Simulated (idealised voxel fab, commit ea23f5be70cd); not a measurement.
process module | voxel fin reveal
cross-section cut | 210 nm wide | cells 5 nm
A cross-section is a grid of square cells, given in bands from the top down. A band is one or more rows of cells.
Each band's line starts with the height of the band's top and of its bottom, in nm. Then come its materials from left to right, each with its width in nm. One material with "throughout" fills the band from edge to edge. "air" is empty space.
Height 0 is the level under which the wafer as received is all one material. The lowest band goes on downwards, as in "0 down".
A width such as "30 to 40" changes by the same amount from each row of cells to the next, from the band's top row to its bottom row.
"no change" after a step means that no cell of the cross-section changed.
closed voids: empty space of 8 cells or more with no open way to the top, each as width x height at its distance from the left edge, in nm
after a step's settings: what the simulator itself notes on the step
overlay nm, on a step with a mask: how far to the right of its planned place the mask lay; to the left if negative
plan
1 op RECEIVE | material Si
2 op CONFORMAL_DEP | material SiN | thk nm 10
3 op MASKED_ETCH | tone cover | mask id FINS | width nm 15 | pitch nm 40 | etch materials SiN | depth nm 10 | overlay nm 0
4 op MASKED_ETCH | tone cover | mask id FINS | width nm 15 | pitch nm 40 | etch materials Si | depth nm 40 | overlay nm 0
5 op FILL_DEP | material SiO2 | thk nm 10
6 op CMP | height nm 10
7 op SELECTIVE_ETCH | etch materials SiO2 | depth nm 25
8 op STRIP | etch materials SiN
varied across the wafers: depth nm of step 7. The plan shows the first wafer's value. All wafers start alike
first wafer as received, after step 1
  0 down: Si throughout
  closed voids: none
each wafer at the end: cells of each material gained (+) or lost (-) since it was received, then its closed voids
depth nm 25 | -288 Si | +180 SiO2 | closed voids: none
depth nm 30 | -288 Si | +144 SiO2 | closed voids: none
depth nm 35 | -288 Si | +108 SiO2 | closed voids: none
depth nm 40 | -288 Si | +72 SiO2 | closed voids: none
depth nm 45 | -288 Si | +36 SiO2 | closed voids: none
depth nm 50 | -288 Si | closed voids: none
